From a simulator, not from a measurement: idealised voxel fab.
process module | voxel transistor to metal
cross-section cut | 180 nm wide | cells 5 nm
A cross-section is a grid of square cells, given in bands from the top down. A band is one or more rows of cells.
Each band's line starts with the height of the band's top and of its bottom, in nm. Then come its materials from left to right, each with its width in nm. One material with "throughout" fills the band from edge to edge. "air" is empty space.
Height 0 is the level under which the wafer as received is all one material. The lowest band goes on downwards, as in "0 down".
A width such as "30 to 40" changes by the same amount from each row of cells to the next, from the band's top row to its bottom row.
"no change" after a step means that no cell of the cross-section changed.
closed voids: empty space of 8 cells or more with no open way to the top, each as width x height at its distance from the left edge, in nm
after a step's settings: what the simulator itself notes on the step
overlay nm, on a step with a mask: how far to the right of its planned place the mask lay; to the left if negative
plan
1 op RECEIVE | material Si
2 op CONFORMAL_DEP | material SiO2 | thk nm 5
3 op CONFORMAL_DEP | material SiN | thk nm 10
4 op PATTERN | tone cover | mask id ACTIVE | material resist | width nm 105 | thk nm 20 | overlay nm 0
5 op DIRECTIONAL_ETCH | etch materials SiN | depth nm 10
6 op DIRECTIONAL_ETCH | etch materials SiO2 | depth nm 5
7 op DIRECTIONAL_ETCH | etch materials Si | depth nm 20
8 op STRIP | etch materials resist
9 op OXIDIZE | depth nm 5
10 op FILL_DEP | material SiO2 | thk nm 10
11 op CMP | height nm 15
12 op SELECTIVE_ETCH | etch materials SiO2 | depth nm 5
13 op STRIP | etch materials SiN
14 op SELECTIVE_ETCH | etch materials SiO2 | depth nm 5
15 op OXIDIZE | depth nm 5
16 op DIRECTIONAL_DEP | material polySi | thk nm 20
17 op DIRECTIONAL_DEP | material SiCN | thk nm 10
18 op PATTERN | tone cover | mask id GATE | material resist | width nm 25 | thk nm 20 | overlay nm 0
19 op DIRECTIONAL_ETCH | etch materials SiCN | depth nm 20
20 op DIRECTIONAL_ETCH | etch materials polySi | depth nm 30
21 op STRIP | etch materials resist
22 op CONFORMAL_DEP | material SiN | thk nm 10
23 op DIRECTIONAL_ETCH | etch materials SiN | depth nm 10
24 op DIRECTIONAL_ETCH | etch materials SiO2 | depth nm 5
25 op DIRECTIONAL_ETCH | etch materials Si | depth nm 10
26 op EPI | material nSi | thk nm 10
27 op FILL_DEP | material SiO2 | thk nm 10
28 op CMP | height nm 30
29 op DIRECTIONAL_DEP | material SiO2 | thk nm 10
30 op DIRECTIONAL_DEP | material aC | thk nm 15
31 op PATTERN | tone open | mask id CONTACT | material resist | width nm 25 | pitch nm 60 | thk nm 35 | overlay nm 0
32 op DIRECTIONAL_ETCH | etch materials aC | depth nm 15
33 op STRIP | etch materials resist
34 op DIRECTIONAL_ETCH | etch materials SiO2 | depth nm 45
35 op STRIP | etch materials aC
36 op CONFORMAL_DEP | material TiN | thk nm 5
37 op FILL_DEP | material Ru | thk nm 10
38 op CMP | height nm 40
39 op DIRECTIONAL_DEP | material TiN | thk nm 5
40 op DIRECTIONAL_DEP | material W | thk nm 25
41 op DIRECTIONAL_DEP | material aC | thk nm 15
42 op PATTERN | tone cover | mask id METAL_1 | material resist | width nm 15 | pitch nm 70 | thk nm 35 | overlay nm 0
43 op DIRECTIONAL_ETCH | etch materials aC | depth nm 15
44 op STRIP | etch materials resist
45 op DIRECTIONAL_ETCH | etch materials W | depth nm 25
46 op DIRECTIONAL_ETCH | etch materials TiN | depth nm 5
47 op STRIP | etch materials aC
48 op CONFORMAL_DEP | material SiN | thk nm 5
49 op FILL_DEP | material lowk | thk nm 10
50 op CMP | height nm 70
51 op CONFORMAL_DEP | material SiCN | thk nm 5
52 op DIRECTIONAL_DEP | material lowk | thk nm 30
53 op DIRECTIONAL_DEP | material aC | thk nm 15
54 op PATTERN | tone open | mask id METAL_2 | material resist | width nm 15 | pitch nm 70 | thk nm 35 | overlay nm 0
55 op DIRECTIONAL_ETCH | etch materials aC | depth nm 15
56 op STRIP | etch materials resist
57 op DIRECTIONAL_ETCH | etch materials lowk | depth nm 15
58 op STRIP | etch materials aC
59 op MASKED_ETCH | tone open | mask id METAL_2_HOLES | width nm 15 | pitch nm 70 | etch materials lowk | depth nm 15 | overlay nm 0
60 op MASKED_ETCH | tone open | mask id METAL_2_HOLES | width nm 15 | pitch nm 70 | etch materials SiCN | depth nm 5 | overlay nm 0
61 op CONFORMAL_DEP | material TiN | thk nm 5
62 op FILL_DEP | material Cu | thk nm 10
63 op CMP | height nm 105
64 op CONFORMAL_DEP | material SiCN | thk nm 5
as received, after step 1
  0 down: Si throughout
  closed voids: none
first wafer at the end, as planned
  110 to 105: SiCN throughout
  105 to 75: lowk 45 | TiN 5 | Cu 5 | TiN 5 | lowk 55 | TiN 5 | Cu 5 | TiN 5 | lowk 50
  75 to 70: SiCN 45 | TiN 15 | SiCN 55 | TiN 15 | SiCN 50
  70 to 45: lowk 40 | SiN 5 | W 15 | SiN 5 | lowk 45 | SiN 5 | W 15 | SiN 5 | lowk 45
  45 to 40: SiN 45 | TiN 15 | SiN 55 | TiN 15 | SiN 50
  40 to 30: SiO2 45 | TiN 5 | Ru 15 to 10 | TiN 5 to 10 | SiO2 35 | TiN 5 to 10 | Ru 15 to 10 | TiN 5 | SiO2 50
  30 to 20: SiO2 45 | TiN 5 | Ru 10 | TiN 5 | SiN 10 | SiCN 25 | SiN 10 | TiN 5 | Ru 10 | TiN 5 | SiO2 50
  20 to 10: SiO2 45 | TiN 5 | Ru 10 | TiN 5 | SiN 10 | polySi 25 | SiN 10 | TiN 5 | Ru 10 | TiN 5 | SiO2 50
  10 to 5: SiO2 45 | TiN 20 | SiN 10 | polySi 25 | SiN 10 | TiN 20 | SiO2 50
  5 to 0: SiO2 30 | SiN 10 | SiO2 5 | TiN 10 | nSi 10 | SiN 10 | polySi 25 | SiN 10 | nSi 10 | TiN 10 | SiO2 5 | SiN 10 | SiO2 35
  0 to -5: SiO2 45 | TiN 10 | nSi 10 | SiO2 45 | nSi 10 | TiN 10 | SiO2 50
  -5 to -15: SiO2 40 | nSi 25 | Si 45 | nSi 25 | SiO2 45
  -15 to -25: SiO2 40 | Si 95 | SiO2 45
  -25 down: Si throughout
  closed voids: none
second wafer at the end: like start, like plan, one mistake
  110 to 105: SiCN throughout
  105 to 75: lowk 45 | TiN 5 | Cu 5 | TiN 5 | lowk 55 | TiN 5 | Cu 5 | TiN 5 | lowk 50
  75 to 70: SiCN 45 | TiN 15 | SiCN 55 | TiN 15 | SiCN 50
  70 to 45: lowk 40 | SiN 5 | W 15 | SiN 5 | lowk 45 | SiN 5 | W 15 | SiN 5 | lowk 45
  45 to 40: SiN 45 | TiN 15 | SiN 55 | TiN 15 | SiN 50
  40 to 30: SiO2 45 | TiN 5 | Ru 15 to 10 | TiN 5 to 10 | SiO2 35 | TiN 5 to 10 | Ru 15 to 10 | TiN 5 | SiO2 50
  30 to 20: SiO2 45 | TiN 5 | Ru 10 | TiN 5 | SiN 10 | SiCN 25 | SiN 10 | TiN 5 | Ru 10 | TiN 5 | SiO2 50
  20 to 10: SiO2 45 | TiN 5 | Ru 10 | TiN 5 | SiN 10 | polySi 25 | SiN 10 | TiN 5 | Ru 10 | TiN 5 | SiO2 50
  10 to 5: SiO2 45 | TiN 20 | SiN 10 | polySi 25 | SiN 10 | TiN 20 | SiO2 50
  5 to 0: SiO2 30 | SiN 10 | SiO2 5 | TiN 10 | nSi 10 | SiN 10 | polySi 25 | SiN 10 | nSi 10 | TiN 10 | SiO2 5 | SiN 10 | SiO2 35
  0 to -5: SiO2 45 | TiN 10 | nSi 10 | SiO2 45 | nSi 10 | TiN 10 | SiO2 50
  -5 to -15: SiO2 40 | nSi 25 | Si 45 | nSi 25 | SiO2 45
  -15 to -45: SiO2 40 | Si 95 | SiO2 45
  -45 down: Si throughout
  closed voids: none
what went wrong: step 7 was run twice
at the end the second wafer has, in cells: 68 fewer of Si | 68 more of SiO2
